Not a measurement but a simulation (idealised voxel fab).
This is a process module. Its name is voxel self aligned vias.
Cross-section cut: width 250 nm, square cells of 5 nm.
Throughout this document, each cross-section is represented as a grid of square cells and is presented as a sequence of bands enumerated from the top downward, where a band comprises one or more rows of cells.
Heads up on the band format: heights come first, top then bottom, in nm. After that it's the materials left to right, each with its width in nm. A single material flagged "all across" fills the whole band edge to edge, and "empty" means there's empty space there.
Zero point of the height axis is 0; under it, received wafer = one material. Lowest band: continues down indefinitely, "z 0 and below".
You'd read "30 to 40" like this: the band's top row of cells is as wide as the first number, its bottom row is as wide as the second, and going down, every row changes width by the same amount as the row before did.
"everything unchanged" (step): cross-section cells unchanged, all of them.
"Closed internal cavities" enumerates empty spaces isolated from the top, with no open way to it, that contain at least 8 cells, giving each as width x height at distance from the left edge, all three in nm.
The remark found on a step's line after its settings is issued by the simulator itself and pertains to that step.
You can add "overlay nm" to a step's line. For a step with a mask, it describes how far the mask lay to the right of its planned position, and a negative number describes a lay to the left.

# Listed below are the process steps as planned
1,RECEIVE,material Si
2,CONFORMAL_DEP,material SiO2,thk nm 15
3,CONFORMAL_DEP,material SiCN,thk nm 5
4,DIRECTIONAL_DEP,material SiO2,thk nm 30
5,PATTERN,tone open,mask id LINES,material resist,width nm 30,pitch nm 65,thk nm 15,overlay nm 0
6,DIRECTIONAL_ETCH,etch materials SiO2,depth nm 30
7,STRIP,etch materials resist
8,CONFORMAL_DEP,material TiN,thk nm 5
9,FILL_DEP,material Ru,thk nm 5
10,CMP,height nm 50
11,SELECTIVE_ETCH,etch materials W Ru TiN,depth nm 5
12,FILL_DEP,material SiN,thk nm 10
13,CMP,height nm 50
14,DIRECTIONAL_DEP,material SiO2,thk nm 15
15,MASKED_ETCH,tone open,mask id VIAS,width nm 50,pitch nm 65,etch materials SiO2,depth nm 15,overlay nm 0
16,MASKED_ETCH,tone open,mask id VIAS,width nm 50,pitch nm 65,etch materials SiN,depth nm 5,overlay nm 0
17,CONFORMAL_DEP,material TiN,thk nm 5
18,FILL_DEP,material W,thk nm 10
19,CMP,height nm 65
20,CONFORMAL_DEP,material SiN,thk nm 5

# Received-state cross-section, reflecting completion of step 1
z 0 and below | Si all across
Closed internal cavities: none

# Cross-section at module end, one run error; start and plan unchanged from above
z 70 to 65 | SiN all across
z 65 to 55 | SiO2 65 nm, TiN 5 nm, W 40 nm, TiN 5 nm, SiO2 15 nm, TiN 5 nm, W 40 nm, TiN 5 nm, SiO2 70 nm
z 55 to 50 | SiO2 65 nm, TiN 50 nm, SiO2 15 nm, TiN 50 nm, SiO2 70 nm
z 50 to 45 | SiN 65 nm, TiN 10 nm, SiO2 30 nm, TiN 10 nm, SiN 15 nm, TiN 10 nm, SiO2 30 nm, TiN 10 nm, SiN 70 nm
z 45 to 25 | Ru 70 nm, TiN 5 nm, SiO2 30 nm, TiN 5 nm, Ru 25 nm, TiN 5 nm, SiO2 30 nm, TiN 5 nm, Ru 75 nm
z 25 to 20 | TiN 75 nm, SiO2 30 nm, TiN 35 nm, SiO2 30 nm, TiN 80 nm
z 20 to 15 | SiCN all across
z 15 to 0 | SiO2 all across
z 0 and below | Si all across
Closed internal cavities: none
In executing the process, a mistake was made relative to the plan: step 5 changed vs plan, executed as PATTERN,tone cover,mask id LINES,material resist,width nm 30,pitch nm 65,thk nm 15,overlay nm 0
